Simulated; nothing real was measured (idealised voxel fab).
A process module follows: voxel capacitor over wiring.
Section cut is 230 nm wide and gridded with 5 nm square cells.
A cross-section is written here as square cells arranged in a grid, and it is given in bands from the top down, each band taking up one or more rows of cells.
Per band: top height and bottom height in nm, followed by the left-to-right materials and their widths in nm; "full width" marks a single material spanning edge to edge, "blank" marks empty space.
Beneath 0, the wafer as received is one material, and that level is where height counting begins. The lowest band goes on downward without a bottom; it is written like "0 and below".
A width given as "30..40" starts at the first number in the band's top row and ends at the second number in its bottom row, shifting by an equal amount at every step from row to row.
Given "remained the same" for a step, no cell of the cross-section differs between before and after that step.
Look at "Closed void roster" for the closed voids: empty spaces with no open path to the top, sized 8 cells or up. Each is width x height at distance, distance from the left edge, all nm.
On a step's line, text after the settings is the simulator commenting on that step.
overlay nm: on a step with a mask, how far right of its planned place the mask lay; negative means left.

THE STEPS PLANNED FOR THE PROCESS ARE AS FOLLOWS
1 RECEIVE | material Si
2 CONFORMAL_DEP | material SiO2 | thk nm 15
3 CONFORMAL_DEP | material SiCN | thk nm 5
4 DIRECTIONAL_DEP | material lowk | thk nm 25
5 DIRECTIONAL_DEP | material aC | thk nm 15
6 PATTERN | tone open | mask id METAL_1 | material resist | width nm 25 | pitch nm 95 | thk nm 35 | overlay nm 0
7 DIRECTIONAL_ETCH | etch materials aC | depth nm 15
8 STRIP | etch materials resist
9 DIRECTIONAL_ETCH | etch materials lowk | depth nm 25
10 DIRECTIONAL_ETCH | etch materials SiCN | depth nm 5
11 STRIP | etch materials aC
12 CONFORMAL_DEP | material TiN | thk nm 5
13 FILL_DEP | material Ru | thk nm 5
14 CMP | height nm 45
15 CONFORMAL_DEP | material SiCN | thk nm 5
16 DIRECTIONAL_DEP | material lowk | thk nm 15
17 DIRECTIONAL_DEP | material aC | thk nm 15
18 PATTERN | tone open | mask id PLUG_1 | material resist | width nm 15 | thk nm 30 | overlay nm 0
19 DIRECTIONAL_ETCH | etch materials aC | depth nm 15
20 STRIP | etch materials resist
21 DIRECTIONAL_ETCH | etch materials lowk | depth nm 15
22 DIRECTIONAL_ETCH | etch materials SiCN | depth nm 5
23 STRIP | etch materials aC
24 CONFORMAL_DEP | material TiN | thk nm 5
25 FILL_DEP | material W | thk nm 5
26 CMP | height nm 65
27 DIRECTIONAL_DEP | material TiN | thk nm 5
28 DIRECTIONAL_DEP | material Al2O3 | thk nm 5
29 DIRECTIONAL_DEP | material TiN | thk nm 5
30 DIRECTIONAL_DEP | material aC | thk nm 10
31 PATTERN | tone cover | mask id UPPER_PLATE | material resist | width nm 75 | thk nm 30 | overlay nm 0
32 DIRECTIONAL_ETCH | etch materials aC | depth nm 10
33 STRIP | etch materials resist
34 DIRECTIONAL_ETCH | etch materials TiN | depth nm 5
35 DIRECTIONAL_ETCH | etch materials Al2O3 | depth nm 5
36 STRIP | etch materials aC
37 MASKED_ETCH | tone cover | mask id LOWER_PLATE | width nm 85 | etch materials TiN | depth nm 5 | overlay nm 0
38 FILL_DEP | material SiO2 | thk nm 20
39 CMP | height nm 95
40 PATTERN | tone open | mask id PLUG_2 | material resist | width nm 15 | thk nm 15 | overlay nm 0
41 DIRECTIONAL_ETCH | etch materials SiO2 | depth nm 15
42 STRIP | etch materials resist
43 CONFORMAL_DEP | material TiN | thk nm 5
44 FILL_DEP | material Cu | thk nm 5
45 CMP | height nm 95
46 CONFORMAL_DEP | material SiCN | thk nm 5

ON THE FIRST OF THE TWO WAFERS: RUN CONDUCTED ACCORDING TO PLAN

CROSS-SECTION: WAFER ON ARRIVAL = AFTER STEP 1
- 0 and below = Si full width
- Closed void roster: none

AFTER STEP 2: WAFER CROSS-SECTION
- 15 down to 0 = SiO2 full width
- Under the height 0 nothing was changed.

AFTER STEP 3: WAFER CROSS-SECTION
- 20 down to 15 = SiCN full width
- Under the height 15 nothing was changed.

AFTER STEP 4: WAFER CROSS-SECTION
- 45 down to 20 = lowk full width
- Under the height 20 nothing was changed.

AFTER STEP 5: WAFER CROSS-SECTION
- 60 down to 45 = aC full width
- Under the height 45 nothing was changed.

AFTER STEP 6: WAFER CROSS-SECTION
- 95 down to 60 = 55 resist; 25 blank; 70 resist; 25 blank; 55 resist
- Under the height 60 nothing was changed.

AFTER STEP 7: WAFER CROSS-SECTION
- 80 down to 60 = 55 resist; 25 blank; 70 resist; 25 blank; 55 resist
- 60 down to 45 = 55 aC; 25 blank; 70 aC; 25 blank; 55 aC
- Under the height 45 nothing was changed.

AFTER STEP 8: WAFER CROSS-SECTION
- 60 down to 45 = 55 aC; 25 blank; 70 aC; 25 blank; 55 aC
- Under the height 45 nothing was changed.

AFTER STEP 9: WAFER CROSS-SECTION
- 60 down to 45 = 55 aC; 25 blank; 70 aC; 25 blank; 55 aC
- 45 down to 20 = 55 lowk; 25 blank; 70 lowk; 25 blank; 55 lowk
- Under the height 20 nothing was changed.

AFTER STEP 10: WAFER CROSS-SECTION
- 60 down to 45 = 55 aC; 25 blank; 70 aC; 25 blank; 55 aC
- 45 down to 20 = 55 lowk; 25 blank; 70 lowk; 25 blank; 55 lowk
- 20 down to 15 = 55 SiCN; 25 blank; 70 SiCN; 25 blank; 55 SiCN
- Under the height 15 nothing was changed.

AFTER STEP 11: WAFER CROSS-SECTION
- 45 down to 20 = 55 lowk; 25 blank; 70 lowk; 25 blank; 55 lowk
- Under the height 20 nothing was changed.

AFTER STEP 12: WAFER CROSS-SECTION
- 50 down to 45 = 60 TiN; 15 blank; 80 TiN; 15 blank; 60 TiN
- 45 down to 20 = 55 lowk; 5 TiN; 15 blank; 5 TiN; 70 lowk; 5 TiN; 15 blank; 5 TiN; 55 lowk
- 20 down to 15 = 55 SiCN; 25 TiN; 70 SiCN; 25 TiN; 55 SiCN
- Under the height 15 nothing was changed.

AFTER STEP 13: WAFER CROSS-SECTION
- 55 down to 50 = Ru full width
- 50 down to 45 = 60 TiN; 15 Ru; 80 TiN; 15 Ru; 60 TiN
- 45 down to 20 = 55 lowk; 5 TiN; 15 Ru; 5 TiN; 70 lowk; 5 TiN; 15 Ru; 5 TiN; 55 lowk
- Under the height 20 nothing was changed.

AFTER STEP 14: WAFER CROSS-SECTION
- 45 down to 20 = 55 lowk; 5 TiN; 15 Ru; 5 TiN; 70 lowk; 5 TiN; 15 Ru; 5 TiN; 55 lowk
- Under the height 20 nothing was changed.

AFTER STEP 15: WAFER CROSS-SECTION
- 50 down to 45 = SiCN full width
- Under the height 45 nothing was changed.

AFTER STEP 16: WAFER CROSS-SECTION
- 65 down to 50 = lowk full width
- Under the height 50 nothing was changed.

AFTER STEP 17: WAFER CROSS-SECTION
- 80 down to 65 = aC full width
- Under the height 65 nothing was changed.

AFTER STEP 18: WAFER CROSS-SECTION
- 110 down to 80 = 65 resist; 15 blank; 150 resist
- Under the height 80 nothing was changed.

AFTER STEP 19: WAFER CROSS-SECTION
- 95 down to 80 = 65 resist; 15 blank; 150 resist
- 80 down to 65 = 65 aC; 15 blank; 150 aC
- Under the height 65 nothing was changed.

AFTER STEP 20: WAFER CROSS-SECTION
- 80 down to 65 = 65 aC; 15 blank; 150 aC
- Under the height 65 nothing was changed.

AFTER STEP 21: WAFER CROSS-SECTION
- 80 down to 65 = 65 aC; 15 blank; 150 aC
- 65 down to 50 = 65 lowk; 15 blank; 150 lowk
- Under the height 50 nothing was changed.

AFTER STEP 22: WAFER CROSS-SECTION
- 80 down to 65 = 65 aC; 15 blank; 150 aC
- 65 down to 50 = 65 lowk; 15 blank; 150 lowk
- 50 down to 45 = 65 SiCN; 15 blank; 150 SiCN
- Under the height 45 nothing was changed.

AFTER STEP 23: WAFER CROSS-SECTION
- 65 down to 50 = 65 lowk; 15 blank; 150 lowk
- Under the height 50 nothing was changed.

AFTER STEP 24: WAFER CROSS-SECTION
- 70 down to 65 = 70 TiN; 5 blank; 155 TiN
- 65 down to 50 = 65 lowk; 5 TiN; 5 blank; 5 TiN; 150 lowk
- 50 down to 45 = 65 SiCN; 15 TiN; 150 SiCN
- Under the height 45 nothing was changed.

AFTER STEP 25: WAFER CROSS-SECTION
- 75 down to 70 = W full width
- 70 down to 65 = 70 TiN; 5 W; 155 TiN
- 65 down to 50 = 65 lowk; 5 TiN; 5 W; 5 TiN; 150 lowk
- Under the height 50 nothing was changed.

AFTER STEP 26: WAFER CROSS-SECTION
- 65 down to 50 = 65 lowk; 5 TiN; 5 W; 5 TiN; 150 lowk
- Under the height 50 nothing was changed.

AFTER STEP 27: WAFER CROSS-SECTION
- 70 down to 65 = TiN full width
- Under the height 65 nothing was changed.

AFTER STEP 28: WAFER CROSS-SECTION
- 75 down to 70 = Al2O3 full width
- Under the height 70 nothing was changed.

AFTER STEP 29: WAFER CROSS-SECTION
- 80 down to 75 = TiN full width
- Under the height 75 nothing was changed.

AFTER STEP 30: WAFER CROSS-SECTION
- 90 down to 80 = aC full width
- Under the height 80 nothing was changed.

AFTER STEP 31: WAFER CROSS-SECTION
- 120 down to 90 = 65 blank; 75 resist; 90 blank
- Under the height 90 nothing was changed.

AFTER STEP 32: WAFER CROSS-SECTION
- 110 down to 90 = 65 blank; 75 resist; 90 blank
- 90 down to 80 = 65 blank; 75 aC; 90 blank
- Under the height 80 nothing was changed.

AFTER STEP 33: WAFER CROSS-SECTION
- 90 down to 80 = 65 blank; 75 aC; 90 blank
- Under the height 80 nothing was changed.

AFTER STEP 34: WAFER CROSS-SECTION
- 90 down to 80 = 65 blank; 75 aC; 90 blank
- 80 down to 75 = 65 blank; 75 TiN; 90 blank
- Under the height 75 nothing was changed.

AFTER STEP 35: WAFER CROSS-SECTION
- 90 down to 80 = 65 blank; 75 aC; 90 blank
- 80 down to 75 = 65 blank; 75 TiN; 90 blank
- 75 down to 70 = 65 blank; 75 Al2O3; 90 blank
- Under the height 70 nothing was changed.

AFTER STEP 36: WAFER CROSS-SECTION
- 80 down to 75 = 65 blank; 75 TiN; 90 blank
- Under the height 75 nothing was changed.

AFTER STEP 37: WAFER CROSS-SECTION
- 80 down to 75 = 65 blank; 75 TiN; 90 blank
- 75 down to 70 = 65 blank; 75 Al2O3; 90 blank
- 70 down to 65 = 60 blank; 85 TiN; 85 blank
- Under the height 65 nothing was changed.

AFTER STEP 38: WAFER CROSS-SECTION
- 100 down to 80 = SiO2 full width
- 80 down to 75 = 65 SiO2; 75 TiN; 90 SiO2
- 75 down to 70 = 65 SiO2; 75 Al2O3; 90 SiO2
- 70 down to 65 = 60 SiO2; 85 TiN; 85 SiO2
- Under the height 65 nothing was changed.

AFTER STEP 39: WAFER CROSS-SECTION
- 95 down to 80 = SiO2 full width
- Under the height 80 nothing was changed.

AFTER STEP 40: WAFER CROSS-SECTION
- 110 down to 95 = 75 resist; 15 blank; 140 resist
- Under the height 95 nothing was changed.

AFTER STEP 41: WAFER CROSS-SECTION
- 110 down to 95 = 75 resist; 15 blank; 140 resist
- 95 down to 80 = 75 SiO2; 15 blank; 140 SiO2
- Under the height 80 nothing was changed.

AFTER STEP 42: WAFER CROSS-SECTION
- 95 down to 80 = 75 SiO2; 15 blank; 140 SiO2
- Under the height 80 nothing was changed.

AFTER STEP 43: WAFER CROSS-SECTION
- 100 down to 95 = 80 TiN; 5 blank; 145 TiN
- 95 down to 85 = 75 SiO2; 5 TiN; 5 blank; 5 TiN; 140 SiO2
- 85 down to 75 = 75..65 SiO2; 15..75 TiN; 140..90 SiO2
- Under the height 75 nothing was changed.

AFTER STEP 44: WAFER CROSS-SECTION
- 105 down to 100 = Cu full width
- 100 down to 95 = 80 TiN; 5 Cu; 145 TiN
- 95 down to 85 = 75 SiO2; 5 TiN; 5 Cu; 5 TiN; 140 SiO2
- Under the height 85 nothing was changed.

AFTER STEP 45: WAFER CROSS-SECTION
- 95 down to 85 = 75 SiO2; 5 TiN; 5 Cu; 5 TiN; 140 SiO2
- Under the height 85 nothing was changed.

AFTER STEP 46: WAFER CROSS-SECTION
- 100 down to 95 = SiCN full width
- Under the height 95 nothing was changed.

WAFER TWO. SAME START, SAME PLAN, ONE SLIP IN EXECUTION. SAME AS WAFER ONE THROUGH STEP 27, INCLUSIVE

CROSS-SECTIONAL VIEW OF THE SECOND WAFER AT THE INTENDED END TIME OF PROCESS STEP 28
- 75 down to 65 = TiN full width
- Under the height 65 nothing was changed.

CROSS-SECTIONAL VIEW OF THE SECOND WAFER AT THE INTENDED END TIME OF PROCESS STEP 29
- 80 down to 75 = Al2O3 full width
- Under the height 75 nothing was changed.

CROSS-SECTIONAL VIEW OF THE SECOND WAFER AT THE INTENDED END TIME OF PROCESS STEP 30
- 90 down to 80 = aC full width
- Under the height 80 nothing was changed.

CROSS-SECTIONAL VIEW OF THE SECOND WAFER AT THE INTENDED END TIME OF PROCESS STEP 31
- 120 down to 90 = 65 blank; 75 resist; 90 blank
- Under the height 90 nothing was changed.

CROSS-SECTIONAL VIEW OF THE SECOND WAFER AT THE INTENDED END TIME OF PROCESS STEP 32
- 110 down to 90 = 65 blank; 75 resist; 90 blank
- 90 down to 80 = 65 blank; 75 aC; 90 blank
- Under the height 80 nothing was changed.

CROSS-SECTIONAL VIEW OF THE SECOND WAFER AT THE INTENDED END TIME OF PROCESS STEP 33
- 90 down to 80 = 65 blank; 75 aC; 90 blank
- Under the height 80 nothing was changed.

Cross-sectional view of the second wafer at the intended end time of process step 34: remained the same

CROSS-SECTIONAL VIEW OF THE SECOND WAFER AT THE INTENDED END TIME OF PROCESS STEP 35
- 90 down to 80 = 65 blank; 75 aC; 90 blank
- 80 down to 75 = 65 blank; 75 Al2O3; 90 blank
- Under the height 75 nothing was changed.

CROSS-SECTIONAL VIEW OF THE SECOND WAFER AT THE INTENDED END TIME OF PROCESS STEP 36
- 80 down to 75 = 65 blank; 75 Al2O3; 90 blank
- Under the height 75 nothing was changed.

CROSS-SECTIONAL VIEW OF THE SECOND WAFER AT THE INTENDED END TIME OF PROCESS STEP 37
- 80 down to 75 = 65 blank; 75 Al2O3; 90 blank
- 75 down to 70 = 60 blank; 85 TiN; 85 blank
- Under the height 70 nothing was changed.

CROSS-SECTIONAL VIEW OF THE SECOND WAFER AT THE INTENDED END TIME OF PROCESS STEP 38
- 100 down to 80 = SiO2 full width
- 80 down to 75 = 65 SiO2; 75 Al2O3; 90 SiO2
- 75 down to 70 = 60 SiO2; 85 TiN; 85 SiO2
- Under the height 70 nothing was changed.

CROSS-SECTIONAL VIEW OF THE SECOND WAFER AT THE INTENDED END TIME OF PROCESS STEP 39
- 95 down to 80 = SiO2 full width
- Under the height 80 nothing was changed.

CROSS-SECTIONAL VIEW OF THE SECOND WAFER AT THE INTENDED END TIME OF PROCESS STEP 40
- 110 down to 95 = 75 resist; 15 blank; 140 resist
- Under the height 95 nothing was changed.

CROSS-SECTIONAL VIEW OF THE SECOND WAFER AT THE INTENDED END TIME OF PROCESS STEP 41
- 110 down to 95 = 75 resist; 15 blank; 140 resist
- 95 down to 80 = 75 SiO2; 15 blank; 140 SiO2
- Under the height 80 nothing was changed.

CROSS-SECTIONAL VIEW OF THE SECOND WAFER AT THE INTENDED END TIME OF PROCESS STEP 42
- 95 down to 80 = 75 SiO2; 15 blank; 140 SiO2
- Under the height 80 nothing was changed.

CROSS-SECTIONAL VIEW OF THE SECOND WAFER AT THE INTENDED END TIME OF PROCESS STEP 43
- 100 down to 95 = 80 TiN; 5 blank; 145 TiN
- 95 down to 85 = 75 SiO2; 5 TiN; 5 blank; 5 TiN; 140 SiO2
- 85 down to 80 = 75 SiO2; 15 TiN; 140 SiO2
- Under the height 80 nothing was changed.

CROSS-SECTIONAL VIEW OF THE SECOND WAFER AT THE INTENDED END TIME OF PROCESS STEP 44
- 105 down to 100 = Cu full width
- 100 down to 95 = 80 TiN; 5 Cu; 145 TiN
- 95 down to 85 = 75 SiO2; 5 TiN; 5 Cu; 5 TiN; 140 SiO2
- Under the height 85 nothing was changed.

CROSS-SECTIONAL VIEW OF THE SECOND WAFER AT THE INTENDED END TIME OF PROCESS STEP 45
- 95 down to 85 = 75 SiO2; 5 TiN; 5 Cu; 5 TiN; 140 SiO2
- Under the height 85 nothing was changed.

CROSS-SECTIONAL VIEW OF THE SECOND WAFER AT THE INTENDED END TIME OF PROCESS STEP 46
- 100 down to 95 = SiCN full width
- Under the height 95 nothing was changed.
So what did we get wrong on this run? a sequencing error occurred in which plan steps 28 and 29 were transposed
In the final state, the cell counts of the second wafer exceed or fall short of those of the first for the following materials: SiO2 -31, TiN +31
